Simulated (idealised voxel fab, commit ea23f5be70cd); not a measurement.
process module | voxel released beams
cross-section cut | 280 nm wide | cells 5 nm
A cross-section is a grid of square cells, given in bands from the top down. A band is one or more rows of cells.
Each band's line starts with the height of the band's top and of its bottom, in nm. Then come its materials from left to right, each with its width in nm. One material with "throughout" fills the band from edge to edge. "air" is empty space.
Height 0 is the level under which the wafer as received is all one material. The lowest band goes on downwards, as in "0 down".
A width such as "30 to 40" changes by the same amount from each row of cells to the next, from the band's top row to its bottom row.
"no change" after a step means that no cell of the cross-section changed.
closed voids: empty space of 8 cells or more with no open way to the top, each as width x height at its distance from the left edge, in nm
after a step's settings: what the simulator itself notes on the step
overlay nm, on a step with a mask: how far to the right of its planned place the mask lay; to the left if negative
plan
1 op RECEIVE | material Si
2 op CONFORMAL_DEP | material Al2O3 | thk nm 10
3 op DIRECTIONAL_DEP | material SiO2 | thk nm 15
4 op PATTERN | tone open | mask id ANCHOR | material resist | width nm 30 | thk nm 15 | overlay nm 0
5 op DIRECTIONAL_ETCH | etch materials SiO2 | depth nm 15
6 op STRIP | etch materials resist
7 op CONFORMAL_DEP | material SiN | thk nm 10
8 op PATTERN | tone cover | mask id BEAM | material resist | width nm 75 | thk nm 15 | overlay nm 0
9 op DIRECTIONAL_ETCH | etch materials SiN | depth nm 10
10 op STRIP | etch materials resist
11 op STRIP | etch materials SiO2
as received, after step 1
  0 down: Si throughout
  closed voids: none
a wafer at the end: this start, this plan, one mistake
  40 to 30: air 100 | SiN 75 | air 105
  30 to 25: SiN throughout
  25 to 10: SiO2 105 | SiN 30 | SiO2 145
  10 to 0: Al2O3 throughout
  0 down: Si throughout
  closed voids: none
what went wrong: step 7 ran as: op CONFORMAL_DEP | material SiN | thk nm 15
